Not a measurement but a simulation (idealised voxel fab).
process module | voxel transistor to metal
cross-section cut | 195 nm wide | cells 5 nm
A cross-section is a grid of square cells, given in bands from the top down. A band is one or more rows of cells.
Each band's line starts with the height of the band's top and of its bottom, in nm. Then come its materials from left to right, each with its width in nm. One material with "throughout" fills the band from edge to edge. "air" is empty space.
Height 0 is the level under which the wafer as received is all one material. The lowest band goes on downwards, as in "0 down".
A width such as "30 to 40" changes by the same amount from each row of cells to the next, from the band's top row to its bottom row.
"no change" after a step means that no cell of the cross-section changed.
closed voids: empty space of 8 cells or more with no open way to the top, each as width x height at its distance from the left edge, in nm
after a step's settings: what the simulator itself notes on the step
overlay nm, on a step with a mask: how far to the right of its planned place the mask lay; to the left if negative
Each pair below shows a cross-section before one step and the cross-section after it, down to the lowest band that changed. The line under each pair gives the step between them, with its settings. The pairs can come from different runs of this module on the same starting wafer, so a pair continues from the pair above only where its "before" says so.
before
  130 to 125: TiN 50 | air 5 | TiN 85 | air 5 | TiN 50
  125 to 105: SiO2 45 | TiN 5 | air 5 | TiN 5 | SiO2 75 | TiN 5 | air 5 | TiN 5 | SiO2 45
  105 to 100: SiO2 45 | TiN 15 | SiO2 75 | TiN 15 | SiO2 45
  100 to 75: SiO2 throughout
  75 to 70: SiCN throughout
  70 to 65: SiCN 40 | Ru 25 | SiCN 65 | Ru 25 | SiCN 40
  65 to 45: SiO2 45 | TiN 5 | Cu 5 | TiN 5 | SiO2 75 | TiN 5 | Cu 5 | TiN 5 | SiO2 45
  45 to 40: SiCN 45 | TiN 15 | SiCN 75 | TiN 15 | SiCN 45
  40 to 25: SiO2 45 | TiN 5 | W 5 | TiN 5 | SiO2 75 | TiN 5 | W 5 | TiN 5 | SiO2 45
  25 to 20: SiO2 45 | TiN 5 | W 5 | TiN 5 | SiO2 15 | SiN 5 | HfO2 5 | TiN 5 | W 15 | TiN 5 | HfO2 5 | SiN 5 | SiO2 15 | TiN 5 | W 5 | TiN 5 | SiO2 45
  20 to 15: SiO2 45 | TiN 15 | SiO2 15 | SiN 5 | HfO2 5 | TiN 5 | W 15 | TiN 5 | HfO2 5 | SiN 5 | SiO2 15 | TiN 15 | SiO2 45
  15 to 5: SiO2 45 | TiN 10 | nSi 20 | SiN 5 | HfO2 5 | TiN 5 | W 15 | TiN 5 | HfO2 5 | SiN 5 | nSi 20 | TiN 10 | SiO2 45
  5 to 0: SiO2 35 | SiN 5 | SiO2 5 | TiN 10 | nSi 20 | SiN 5 | HfO2 5 | TiN 25 | HfO2 5 | SiN 5 | nSi 20 | TiN 10 | SiO2 5 | SiN 5 | SiO2 35
  0 to -5: SiO2 40 | nSi 35 | HfO2 45 | nSi 35 | SiO2 40
  -5 to -20: SiO2 45 | nSi 30 | Si 45 | nSi 30 | SiO2 45
  -20 to -40: SiO2 45 | Si 105 | SiO2 45
  -40 down: Si throughout
  closed voids: none
after
  140 to 130: Cu throughout
  130 to 125: TiN 50 | Cu 5 | TiN 85 | Cu 5 | TiN 50
  125 to 105: SiO2 45 | TiN 5 | Cu 5 | TiN 5 | SiO2 75 | TiN 5 | Cu 5 | TiN 5 | SiO2 45
  below 105: unchanged
  closed voids: none
the step between: op FILL_DEP | material Cu | thk nm 10
before: the cross-section after the pair above
after
  100 to 75: SiO2 throughout
  below 75: unchanged
  closed voids: none
the step between: op CMP | height nm 100
before: the cross-section after the pair above
after
  105 to 100: SiN throughout
  below 100: unchanged
  closed voids: none
the step between: op CONFORMAL_DEP | material SiN | thk nm 5
before
  30 to 25: air 75 | SiN 5 | air 35 | SiN 5 | air 75
  25 to 15: SiO2 75 | SiN 5 | air 35 | SiN 5 | SiO2 75
  15 to 5: SiO2 55 | nSi 20 | SiN 5 | air 35 | SiN 5 | nSi 20 | SiO2 55
  5 to 0: SiO2 35 | SiN 5 | SiO2 15 | nSi 20 | SiN 5 | air 35 | SiN 5 | nSi 20 | SiO2 15 | SiN 5 | SiO2 35
  0 to -5: SiO2 40 | nSi 35 | air 45 | nSi 35 | SiO2 40
  -5 to -20: SiO2 45 | nSi 30 | Si 45 | nSi 30 | SiO2 45
  -20 to -40: SiO2 45 | Si 105 | SiO2 45
  -40 down: Si throughout
  closed voids: none
after
  35 to 30: air 70 | TiN 15 | air 25 | TiN 15 | air 70
  30 to 25: TiN 75 | SiN 5 | TiN 5 | air 25 | TiN 5 | SiN 5 | TiN 75
  25 to 15: SiO2 75 | SiN 5 | TiN 5 | air 25 | TiN 5 | SiN 5 | SiO2 75
  15 to 5: SiO2 55 | nSi 20 | SiN 5 | TiN 5 | air 25 | TiN 5 | SiN 5 | nSi 20 | SiO2 55
  5 to 0: SiO2 35 | SiN 5 | SiO2 15 | nSi 20 | SiN 5 | TiN 5 | air 25 | TiN 5 | SiN 5 | nSi 20 | SiO2 15 | SiN 5 | SiO2 35
  0 to -5: SiO2 40 | nSi 35 | TiN 45 | nSi 35 | SiO2 40
  below -5: unchanged
  closed voids: none
the step between: op CONFORMAL_DEP | material TiN | thk nm 5
before: the cross-section after the pair above
after
  40 to 35: air 65 | HfO2 25 | air 15 | HfO2 25 | air 65
  35 to 30: HfO2 70 | TiN 15 | HfO2 5 | air 15 | HfO2 5 | TiN 15 | HfO2 70
  30 to 25: TiN 75 | SiN 5 | TiN 5 | HfO2 5 | air 15 | HfO2 5 | TiN 5 | SiN 5 | TiN 75
  25 to 15: SiO2 75 | SiN 5 | TiN 5 | HfO2 5 | air 15 | HfO2 5 | TiN 5 | SiN 5 | SiO2 75
  15 to 5: SiO2 55 | nSi 20 | SiN 5 | TiN 5 | HfO2 5 | air 15 | HfO2 5 | TiN 5 | SiN 5 | nSi 20 | SiO2 55
  5 to 0: SiO2 35 | SiN 5 | SiO2 15 | nSi 20 | SiN 5 | TiN 5 | HfO2 25 | TiN 5 | SiN 5 | nSi 20 | SiO2 15 | SiN 5 | SiO2 35
  below 0: unchanged
  closed voids: none
the step between: op CONFORMAL_DEP | material HfO2 | thk nm 5
before: the cross-section after the pair above
after
  50 to 40: W throughout
  40 to 35: W 65 | HfO2 25 | W 15 | HfO2 25 | W 65
  35 to 30: HfO2 70 | TiN 15 | HfO2 5 | W 15 | HfO2 5 | TiN 15 | HfO2 70
  30 to 25: TiN 75 | SiN 5 | TiN 5 | HfO2 5 | W 15 | HfO2 5 | TiN 5 | SiN 5 | TiN 75
  25 to 15: SiO2 75 | SiN 5 | TiN 5 | HfO2 5 | W 15 | HfO2 5 | TiN 5 | SiN 5 | SiO2 75
  15 to 5: SiO2 55 | nSi 20 | SiN 5 | TiN 5 | HfO2 5 | W 15 | HfO2 5 | TiN 5 | SiN 5 | nSi 20 | SiO2 55
  below 5: unchanged
  closed voids: none
the step between: op FILL_DEP | material W | thk nm 10
before: the cross-section after the pair above
after
  25 to 15: SiO2 75 | SiN 5 | TiN 5 | HfO2 5 | W 15 | HfO2 5 | TiN 5 | SiN 5 | SiO2 75
  below 15: unchanged
  closed voids: none
the step between: op CMP | height nm 25
before: the cross-section after the pair above
after
  40 to 25: SiO2 throughout
  below 25: unchanged
  closed voids: none
the step between: op DIRECTIONAL_DEP | material SiO2 | thk nm 15
before: the cross-section after the pair above
after
  55 to 40: aC throughout
  below 40: unchanged
  closed voids: none
the step between: op DIRECTIONAL_DEP | material aC | thk nm 15
before: the cross-section after the pair above
after
  90 to 55: resist 45 | air 15 | resist 75 | air 15 | resist 45
  below 55: unchanged
  closed voids: none
the step between: op PATTERN | tone open | mask id CONTACT | material resist | width nm 15 | pitch nm 90 | thk nm 35 | overlay nm 0
before: the cross-section after the pair above
after
  75 to 55: resist 45 | air 15 | resist 75 | air 15 | resist 45
  55 to 40: aC 45 | air 15 | aC 75 | air 15 | aC 45
  below 40: unchanged
  closed voids: none
the step between: op DIRECTIONAL_ETCH | etch materials aC | depth nm 15
before: the cross-section after the pair above
after
  55 to 40: aC 45 | air 15 | aC 75 | air 15 | aC 45
  below 40: unchanged
  closed voids: none
the step between: op STRIP | etch materials resist
before: the cross-section after the pair above
after
  55 to 40: aC 45 | air 15 | aC 75 | air 15 | aC 45
  40 to 25: SiO2 45 | air 15 | SiO2 75 | air 15 | SiO2 45
  25 to 15: SiO2 45 | air 15 | SiO2 15 | SiN 5 | TiN 5 | HfO2 5 | W 15 | HfO2 5 | TiN 5 | SiN 5 | SiO2 15 | air 15 | SiO2 45
  15 to 5: SiO2 45 | air 10 | nSi 20 | SiN 5 | TiN 5 | HfO2 5 | W 15 | HfO2 5 | TiN 5 | SiN 5 | nSi 20 | air 10 | SiO2 45
  5 to 0: SiO2 35 | SiN 5 | SiO2 5 | air 10 | nSi 20 | SiN 5 | TiN 5 | HfO2 25 | TiN 5 | SiN 5 | nSi 20 | air 10 | SiO2 5 | SiN 5 | SiO2 35
  below 0: unchanged
  closed voids: none
the step between: op DIRECTIONAL_ETCH | etch materials SiO2 | depth nm 40
before: the cross-section after the pair above
after
  40 to 25: SiO2 45 | air 15 | SiO2 75 | air 15 | SiO2 45
  below 25: unchanged
  closed voids: none
the step between: op STRIP | etch materials aC
before: the cross-section after the pair above
after
  45 to 40: TiN 50 | air 5 | TiN 85 | air 5 | TiN 50
  40 to 25: SiO2 45 | TiN 5 | air 5 | TiN 5 | SiO2 75 | TiN 5 | air 5 | TiN 5 | SiO2 45
  25 to 20: SiO2 45 | TiN 5 | air 5 | TiN 5 | SiO2 15 | SiN 5 | TiN 5 | HfO2 5 | W 15 | HfO2 5 | TiN 5 | SiN 5 | SiO2 15 | TiN 5 | air 5 | TiN 5 | SiO2 45
  20 to 15: SiO2 45 | TiN 15 | SiO2 15 | SiN 5 | TiN 5 | HfO2 5 | W 15 | HfO2 5 | TiN 5 | SiN 5 | SiO2 15 | TiN 15 | SiO2 45
  15 to 5: SiO2 45 | TiN 10 | nSi 20 | SiN 5 | TiN 5 | HfO2 5 | W 15 | HfO2 5 | TiN 5 | SiN 5 | nSi 20 | TiN 10 | SiO2 45
  5 to 0: SiO2 35 | SiN 5 | SiO2 5 | TiN 10 | nSi 20 | SiN 5 | TiN 5 | HfO2 25 | TiN 5 | SiN 5 | nSi 20 | TiN 10 | SiO2 5 | SiN 5 | SiO2 35
  below 0: unchanged
  closed voids: none
the step between: op CONFORMAL_DEP | material TiN | thk nm 5
before: the cross-section after the pair above
after
  50 to 45: W throughout
  45 to 40: TiN 50 | W 5 | TiN 85 | W 5 | TiN 50
  40 to 25: SiO2 45 | TiN 5 | W 5 | TiN 5 | SiO2 75 | TiN 5 | W 5 | TiN 5 | SiO2 45
  25 to 20: SiO2 45 | TiN 5 | W 5 | TiN 5 | SiO2 15 | SiN 5 | TiN 5 | HfO2 5 | W 15 | HfO2 5 | TiN 5 | SiN 5 | SiO2 15 | TiN 5 | W 5 | TiN 5 | SiO2 45
  below 20: unchanged
  closed voids: none
the step between: op FILL_DEP | material W | thk nm 5
before: the cross-section after the pair above
after
  40 to 25: SiO2 45 | TiN 5 | W 5 | TiN 5 | SiO2 75 | TiN 5 | W 5 | TiN 5 | SiO2 45
  below 25: unchanged
  closed voids: none
the step between: op CMP | height nm 40
before: the cross-section after the pair above
after
  45 to 40: SiCN throughout
  below 40: unchanged
  closed voids: none
the step between: op CONFORMAL_DEP | material SiCN | thk nm 5
before: the cross-section after the pair above
after
  65 to 45: SiO2 throughout
  below 45: unchanged
  closed voids: none
the step between: op DIRECTIONAL_DEP | material SiO2 | thk nm 20
before: the cross-section after the pair above
after
  85 to 65: resist 45 | air 15 | resist 75 | air 15 | resist 45
  below 65: unchanged
  closed voids: none
the step between: op PATTERN | tone open | mask id METAL_1 | material resist | width nm 15 | pitch nm 90 | thk nm 20 | overlay nm 0
before: the cross-section after the pair above
after
  85 to 65: resist 45 | air 15 | resist 75 | air 15 | resist 45
  65 to 45: SiO2 45 | air 15 | SiO2 75 | air 15 | SiO2 45
  below 45: unchanged
  closed voids: none
the step between: op DIRECTIONAL_ETCH | etch materials SiO2 | depth nm 20
before: the cross-section after the pair above
after
  85 to 65: resist 45 | air 15 | resist 75 | air 15 | resist 45
  65 to 45: SiO2 45 | air 15 | SiO2 75 | air 15 | SiO2 45
  45 to 40: SiCN 45 | air 15 | SiCN 75 | air 15 | SiCN 45
  below 40: unchanged
  closed voids: none
the step between: op DIRECTIONAL_ETCH | etch materials SiCN | depth nm 5
before: the cross-section after the pair above
after
  65 to 45: SiO2 45 | air 15 | SiO2 75 | air 15 | SiO2 45
  below 45: unchanged
  closed voids: none
the step between: op STRIP | etch materials resist
before: the cross-section after the pair above
after
  70 to 65: TiN 50 | air 5 | TiN 85 | air 5 | TiN 50
  65 to 45: SiO2 45 | TiN 5 | air 5 | TiN 5 | SiO2 75 | TiN 5 | air 5 | TiN 5 | SiO2 45
  45 to 40: SiCN 45 | TiN 15 | SiCN 75 | TiN 15 | SiCN 45
  below 40: unchanged
  closed voids: none
the step between: op CONFORMAL_DEP | material TiN | thk nm 5
before: the cross-section after the pair above
after
  80 to 70: Cu throughout
  70 to 65: TiN 50 | Cu 5 | TiN 85 | Cu 5 | TiN 50
  65 to 45: SiO2 45 | TiN 5 | Cu 5 | TiN 5 | SiO2 75 | TiN 5 | Cu 5 | TiN 5 | SiO2 45
  below 45: unchanged
  closed voids: none
the step between: op FILL_DEP | material Cu | thk nm 10
before: the cross-section after the pair above
after
  65 to 45: SiO2 45 | TiN 5 | Cu 5 | TiN 5 | SiO2 75 | TiN 5 | Cu 5 | TiN 5 | SiO2 45
  below 45: unchanged
  closed voids: none
the step between: op CMP | height nm 65
before: the cross-section after the pair above
after
  70 to 65: air 40 | Ru 25 | air 65 | Ru 25 | air 40
  below 65: unchanged
  closed voids: none
the step between: op EPI | material Ru | thk nm 5
before: the cross-section after the pair above
after
  75 to 70: SiCN throughout
  70 to 65: SiCN 40 | Ru 25 | SiCN 65 | Ru 25 | SiCN 40
  below 65: unchanged
  closed voids: none
the step between: op FILL_DEP | material SiCN | thk nm 5
before: the cross-section after the pair above
after
  100 to 75: SiO2 throughout
  below 75: unchanged
  closed voids: none
the step between: op DIRECTIONAL_DEP | material SiO2 | thk nm 25
before: the cross-section after the pair above
after
  120 to 100: resist 45 | air 15 | resist 75 | air 15 | resist 45
  below 100: unchanged
  closed voids: none
the step between: op PATTERN | tone open | mask id METAL_2 | material resist | width nm 15 | pitch nm 90 | thk nm 20 | overlay nm 0
before: the cross-section after the pair above
after
  120 to 100: resist 45 | air 15 | resist 75 | air 15 | resist 45
  100 to 85: SiO2 45 | air 15 | SiO2 75 | air 15 | SiO2 45
  below 85: unchanged
  closed voids: none
the step between: op DIRECTIONAL_ETCH | etch materials SiO2 | depth nm 15
before: the cross-section after the pair above
after
  100 to 85: SiO2 45 | air 15 | SiO2 75 | air 15 | SiO2 45
  below 85: unchanged
  closed voids: none
the step between: op STRIP | etch materials resist
before: the cross-section after the pair above
after
  100 to 75: SiO2 45 | air 15 | SiO2 75 | air 15 | SiO2 45
  below 75: unchanged
  closed voids: none
the step between: op MASKED_ETCH | tone open | mask id METAL_2_HOLES | width nm 15 | pitch nm 90 | etch materials SiO2 | depth nm 10 | overlay nm 0
before: the cross-section after the pair above
after
  100 to 75: SiO2 45 | air 15 | SiO2 75 | air 15 | SiO2 45
  75 to 70: SiCN 45 | air 15 | SiCN 75 | air 15 | SiCN 45
  below 70: unchanged
  closed voids: none
the step between: op MASKED_ETCH | tone open | mask id METAL_2_HOLES | width nm 15 | pitch nm 90 | etch materials SiCN | depth nm 5 | overlay nm 0
before: the cross-section after the pair above
after
  105 to 100: TiN 50 | air 5 | TiN 85 | air 5 | TiN 50
  100 to 75: SiO2 45 | TiN 5 | air 5 | TiN 5 | SiO2 75 | TiN 5 | air 5 | TiN 5 | SiO2 45
  75 to 70: SiCN 45 | TiN 15 | SiCN 75 | TiN 15 | SiCN 45
  below 70: unchanged
  closed voids: none
the step between: op CONFORMAL_DEP | material TiN | thk nm 5
before: the cross-section after the pair above
after
  115 to 105: Cu throughout
  105 to 100: TiN 50 | Cu 5 | TiN 85 | Cu 5 | TiN 50
  100 to 75: SiO2 45 | TiN 5 | Cu 5 | TiN 5 | SiO2 75 | TiN 5 | Cu 5 | TiN 5 | SiO2 45
  below 75: unchanged
  closed voids: none
the step between: op FILL_DEP | material Cu | thk nm 10
before: the cross-section after the pair above
after
  100 to 75: SiO2 45 | TiN 5 | Cu 5 | TiN 5 | SiO2 75 | TiN 5 | Cu 5 | TiN 5 | SiO2 45
  below 75: unchanged
  closed voids: none
the step between: op CMP | height nm 100
before: the cross-section after the pair above
after
  105 to 100: SiN throughout
  below 100: unchanged
  closed voids: none
the step between: op CONFORMAL_DEP | material SiN | thk nm 5
before
  30 to 25: air 75 | SiN 5 | air 35 | SiN 5 | air 75
  25 to 15: SiO2 75 | SiN 5 | air 35 | SiN 5 | SiO2 75
  15 to 5: SiO2 55 | nSi 20 | SiN 5 | air 35 | SiN 5 | nSi 20 | SiO2 55
  5 to 0: SiO2 35 | SiN 5 | SiO2 15 | nSi 20 | SiN 5 | air 35 | SiN 5 | nSi 20 | SiO2 15 | SiN 5 | SiO2 35
  0 to -5: SiO2 40 | nSi 35 | air 45 | nSi 35 | SiO2 40
  -5 to -20: SiO2 45 | nSi 30 | Si 45 | nSi 30 | SiO2 45
  -20 to -40: SiO2 45 | Si 105 | SiO2 45
  -40 down: Si throughout
  closed voids: none
after
  45 to 40: air 60 | HfO2 35 | air 5 | HfO2 35 | air 60
  40 to 30: HfO2 95 | air 5 | HfO2 95
  30 to 25: HfO2 75 | SiN 5 | HfO2 15 | air 5 | HfO2 15 | SiN 5 | HfO2 75
  25 to 15: SiO2 75 | SiN 5 | HfO2 15 | air 5 | HfO2 15 | SiN 5 | SiO2 75
  15 to 10: SiO2 55 | nSi 20 | SiN 5 | HfO2 15 | air 5 | HfO2 15 | SiN 5 | nSi 20 | SiO2 55
  10 to 5: SiO2 55 | nSi 20 | SiN 5 | HfO2 35 | SiN 5 | nSi 20 | SiO2 55
  5 to 0: SiO2 35 | SiN 5 | SiO2 15 | nSi 20 | SiN 5 | HfO2 35 | SiN 5 | nSi 20 | SiO2 15 | SiN 5 | SiO2 35
  0 to -5: SiO2 40 | nSi 35 | HfO2 45 | nSi 35 | SiO2 40
  below -5: unchanged
  closed voids: none
the step between: op CONFORMAL_DEP | material HfO2 | thk nm 15
before: the cross-section after the pair above
after
  50 to 45: air 55 | TiN 85 | air 55
  45 to 40: TiN 60 | HfO2 35 | TiN 5 | HfO2 35 | TiN 60
  40 to 30: HfO2 95 | TiN 5 | HfO2 95
  30 to 25: HfO2 75 | SiN 5 | HfO2 15 | TiN 5 | HfO2 15 | SiN 5 | HfO2 75
  25 to 15: SiO2 75 | SiN 5 | HfO2 15 | TiN 5 | HfO2 15 | SiN 5 | SiO2 75
  15 to 10: SiO2 55 | nSi 20 | SiN 5 | HfO2 15 | TiN 5 | HfO2 15 | SiN 5 | nSi 20 | SiO2 55
  below 10: unchanged
  closed voids: none
the step between: op CONFORMAL_DEP | material TiN | thk nm 5
before: the cross-section after the pair above
after
  60 to 50: W throughout
  50 to 45: W 55 | TiN 85 | W 55
  below 45: unchanged
  closed voids: none
the step between: op FILL_DEP | material W | thk nm 10
before: the cross-section after the pair above
after
  25 to 15: SiO2 75 | SiN 5 | HfO2 15 | TiN 5 | HfO2 15 | SiN 5 | SiO2 75
  below 15: unchanged
  closed voids: none
the step between: op CMP | height nm 25
before: the cross-section after the pair above
after
  40 to 25: SiO2 throughout
  below 25: unchanged
  closed voids: none
the step between: op DIRECTIONAL_DEP | material SiO2 | thk nm 15
before: the cross-section after the pair above
after
  55 to 40: aC throughout
  below 40: unchanged
  closed voids: none
the step between: op DIRECTIONAL_DEP | material aC | thk nm 15
before: the cross-section after the pair above
after
  90 to 55: resist 45 | air 15 | resist 75 | air 15 | resist 45
  below 55: unchanged
  closed voids: none
the step between: op PATTERN | tone open | mask id CONTACT | material resist | width nm 15 | pitch nm 90 | thk nm 35 | overlay nm 0
before: the cross-section after the pair above
after
  75 to 55: resist 45 | air 15 | resist 75 | air 15 | resist 45
  55 to 40: aC 45 | air 15 | aC 75 | air 15 | aC 45
  below 40: unchanged
  closed voids: none
the step between: op DIRECTIONAL_ETCH | etch materials aC | depth nm 15
before: the cross-section after the pair above
after
  55 to 40: aC 45 | air 15 | aC 75 | air 15 | aC 45
  below 40: unchanged
  closed voids: none
the step between: op STRIP | etch materials resist
before: the cross-section after the pair above
after
  55 to 40: aC 45 | air 15 | aC 75 | air 15 | aC 45
  40 to 25: SiO2 45 | air 15 | SiO2 75 | air 15 | SiO2 45
  25 to 15: SiO2 45 | air 15 | SiO2 15 | SiN 5 | HfO2 15 | TiN 5 | HfO2 15 | SiN 5 | SiO2 15 | air 15 | SiO2 45
  15 to 10: SiO2 45 | air 10 | nSi 20 | SiN 5 | HfO2 15 | TiN 5 | HfO2 15 | SiN 5 | nSi 20 | air 10 | SiO2 45
  10 to 5: SiO2 45 | air 10 | nSi 20 | SiN 5 | HfO2 35 | SiN 5 | nSi 20 | air 10 | SiO2 45
  5 to 0: SiO2 35 | SiN 5 | SiO2 5 | air 10 | nSi 20 | SiN 5 | HfO2 35 | SiN 5 | nSi 20 | air 10 | SiO2 5 | SiN 5 | SiO2 35
  below 0: unchanged
  closed voids: none
the step between: op DIRECTIONAL_ETCH | etch materials SiO2 | depth nm 40
before: the cross-section after the pair above
after
  40 to 25: SiO2 45 | air 15 | SiO2 75 | air 15 | SiO2 45
  below 25: unchanged
  closed voids: none
the step between: op STRIP | etch materials aC
before: the cross-section after the pair above
after
  45 to 40: TiN 50 | air 5 | TiN 85 | air 5 | TiN 50
  40 to 25: SiO2 45 | TiN 5 | air 5 | TiN 5 | SiO2 75 | TiN 5 | air 5 | TiN 5 | SiO2 45
  25 to 20: SiO2 45 | TiN 5 | air 5 | TiN 5 | SiO2 15 | SiN 5 | HfO2 15 | TiN 5 | HfO2 15 | SiN 5 | SiO2 15 | TiN 5 | air 5 | TiN 5 | SiO2 45
  20 to 15: SiO2 45 | TiN 15 | SiO2 15 | SiN 5 | HfO2 15 | TiN 5 | HfO2 15 | SiN 5 | SiO2 15 | TiN 15 | SiO2 45
  15 to 10: SiO2 45 | TiN 10 | nSi 20 | SiN 5 | HfO2 15 | TiN 5 | HfO2 15 | SiN 5 | nSi 20 | TiN 10 | SiO2 45
  10 to 5: SiO2 45 | TiN 10 | nSi 20 | SiN 5 | HfO2 35 | SiN 5 | nSi 20 | TiN 10 | SiO2 45
  5 to 0: SiO2 35 | SiN 5 | SiO2 5 | TiN 10 | nSi 20 | SiN 5 | HfO2 35 | SiN 5 | nSi 20 | TiN 10 | SiO2 5 | SiN 5 | SiO2 35
  below 0: unchanged
  closed voids: none
the step between: op CONFORMAL_DEP | material TiN | thk nm 5
before: the cross-section after the pair above
after
  50 to 45: W throughout
  45 to 40: TiN 50 | W 5 | TiN 85 | W 5 | TiN 50
  40 to 25: SiO2 45 | TiN 5 | W 5 | TiN 5 | SiO2 75 | TiN 5 | W 5 | TiN 5 | SiO2 45
  25 to 20: SiO2 45 | TiN 5 | W 5 | TiN 5 | SiO2 15 | SiN 5 | HfO2 15 | TiN 5 | HfO2 15 | SiN 5 | SiO2 15 | TiN 5 | W 5 | TiN 5 | SiO2 45
  below 20: unchanged
  closed voids: none
the step between: op FILL_DEP | material W | thk nm 5
before: the cross-section after the pair above
after
  40 to 25: SiO2 45 | TiN 5 | W 5 | TiN 5 | SiO2 75 | TiN 5 | W 5 | TiN 5 | SiO2 45
  below 25: unchanged
  closed voids: none
the step between: op CMP | height nm 40
before: the cross-section after the pair above
after
  45 to 40: SiCN throughout
  below 40: unchanged
  closed voids: none
the step between: op CONFORMAL_DEP | material SiCN | thk nm 5
before: the cross-section after the pair above
after
  65 to 45: SiO2 throughout
  below 45: unchanged
  closed voids: none
the step between: op DIRECTIONAL_DEP | material SiO2 | thk nm 20
before: the cross-section after the pair above
after
  85 to 65: resist 45 | air 15 | resist 75 | air 15 | resist 45
  below 65: unchanged
  closed voids: none
the step between: op PATTERN | tone open | mask id METAL_1 | material resist | width nm 15 | pitch nm 90 | thk nm 20 | overlay nm 0
before: the cross-section after the pair above
after
  85 to 65: resist 45 | air 15 | resist 75 | air 15 | resist 45
  65 to 45: SiO2 45 | air 15 | SiO2 75 | air 15 | SiO2 45
  below 45: unchanged
  closed voids: none
the step between: op DIRECTIONAL_ETCH | etch materials SiO2 | depth nm 20
before: the cross-section after the pair above
after
  85 to 65: resist 45 | air 15 | resist 75 | air 15 | resist 45
  65 to 45: SiO2 45 | air 15 | SiO2 75 | air 15 | SiO2 45
  45 to 40: SiCN 45 | air 15 | SiCN 75 | air 15 | SiCN 45
  below 40: unchanged
  closed voids: none
the step between: op DIRECTIONAL_ETCH | etch materials SiCN | depth nm 5
before: the cross-section after the pair above
after
  65 to 45: SiO2 45 | air 15 | SiO2 75 | air 15 | SiO2 45
  below 45: unchanged
  closed voids: none
the step between: op STRIP | etch materials resist
before: the cross-section after the pair above
after
  70 to 65: TiN 50 | air 5 | TiN 85 | air 5 | TiN 50
  65 to 45: SiO2 45 | TiN 5 | air 5 | TiN 5 | SiO2 75 | TiN 5 | air 5 | TiN 5 | SiO2 45
  45 to 40: SiCN 45 | TiN 15 | SiCN 75 | TiN 15 | SiCN 45
  below 40: unchanged
  closed voids: none
the step between: op CONFORMAL_DEP | material TiN | thk nm 5
before: the cross-section after the pair above
after
  80 to 70: Cu throughout
  70 to 65: TiN 50 | Cu 5 | TiN 85 | Cu 5 | TiN 50
  65 to 45: SiO2 45 | TiN 5 | Cu 5 | TiN 5 | SiO2 75 | TiN 5 | Cu 5 | TiN 5 | SiO2 45
  below 45: unchanged
  closed voids: none
the step between: op FILL_DEP | material Cu | thk nm 10
before: the cross-section after the pair above
after
  65 to 45: SiO2 45 | TiN 5 | Cu 5 | TiN 5 | SiO2 75 | TiN 5 | Cu 5 | TiN 5 | SiO2 45
  below 45: unchanged
  closed voids: none
the step between: op CMP | height nm 65
before: the cross-section after the pair above
after
  70 to 65: air 40 | Ru 25 | air 65 | Ru 25 | air 40
  below 65: unchanged
  closed voids: none
the step between: op EPI | material Ru | thk nm 5
before: the cross-section after the pair above
after
  75 to 70: SiCN throughout
  70 to 65: SiCN 40 | Ru 25 | SiCN 65 | Ru 25 | SiCN 40
  below 65: unchanged
  closed voids: none
the step between: op FILL_DEP | material SiCN | thk nm 5
before: the cross-section after the pair above
after
  100 to 75: SiO2 throughout
  below 75: unchanged
  closed voids: none
the step between: op DIRECTIONAL_DEP | material SiO2 | thk nm 25
before: the cross-section after the pair above
after
  120 to 100: resist 45 | air 15 | resist 75 | air 15 | resist 45
  below 100: unchanged
  closed voids: none
the step between: op PATTERN | tone open | mask id METAL_2 | material resist | width nm 15 | pitch nm 90 | thk nm 20 | overlay nm 0
before: the cross-section after the pair above
after
  120 to 100: resist 45 | air 15 | resist 75 | air 15 | resist 45
  100 to 85: SiO2 45 | air 15 | SiO2 75 | air 15 | SiO2 45
  below 85: unchanged
  closed voids: none
the step between: op DIRECTIONAL_ETCH | etch materials SiO2 | depth nm 15
before: the cross-section after the pair above
after
  100 to 85: SiO2 45 | air 15 | SiO2 75 | air 15 | SiO2 45
  below 85: unchanged
  closed voids: none
the step between: op STRIP | etch materials resist
before: the cross-section after the pair above
after
  100 to 75: SiO2 45 | air 15 | SiO2 75 | air 15 | SiO2 45
  below 75: unchanged
  closed voids: none
the step between: op MASKED_ETCH | tone open | mask id METAL_2_HOLES | width nm 15 | pitch nm 90 | etch materials SiO2 | depth nm 10 | overlay nm 0
before: the cross-section after the pair above
after
  100 to 75: SiO2 45 | air 15 | SiO2 75 | air 15 | SiO2 45
  75 to 70: SiCN 45 | air 15 | SiCN 75 | air 15 | SiCN 45
  below 70: unchanged
  closed voids: none
the step between: op MASKED_ETCH | tone open | mask id METAL_2_HOLES | width nm 15 | pitch nm 90 | etch materials SiCN | depth nm 5 | overlay nm 0
before: the cross-section after the pair above
after
  105 to 100: TiN 50 | air 5 | TiN 85 | air 5 | TiN 50
  100 to 75: SiO2 45 | TiN 5 | air 5 | TiN 5 | SiO2 75 | TiN 5 | air 5 | TiN 5 | SiO2 45
  75 to 70: SiCN 45 | TiN 15 | SiCN 75 | TiN 15 | SiCN 45
  below 70: unchanged
  closed voids: none
the step between: op CONFORMAL_DEP | material TiN | thk nm 5
before: the cross-section after the pair above
after
  115 to 105: Cu throughout
  105 to 100: TiN 50 | Cu 5 | TiN 85 | Cu 5 | TiN 50
  100 to 75: SiO2 45 | TiN 5 | Cu 5 | TiN 5 | SiO2 75 | TiN 5 | Cu 5 | TiN 5 | SiO2 45
  below 75: unchanged
  closed voids: none
the step between: op FILL_DEP | material Cu | thk nm 10
before: the cross-section after the pair above
after
  100 to 75: SiO2 45 | TiN 5 | Cu 5 | TiN 5 | SiO2 75 | TiN 5 | Cu 5 | TiN 5 | SiO2 45
  below 75: unchanged
  closed voids: none
the step between: op CMP | height nm 100
before: the cross-section after the pair above
after
  105 to 100: SiN throughout
  below 100: unchanged
  closed voids: none
the step between: op CONFORMAL_DEP | material SiN | thk nm 5
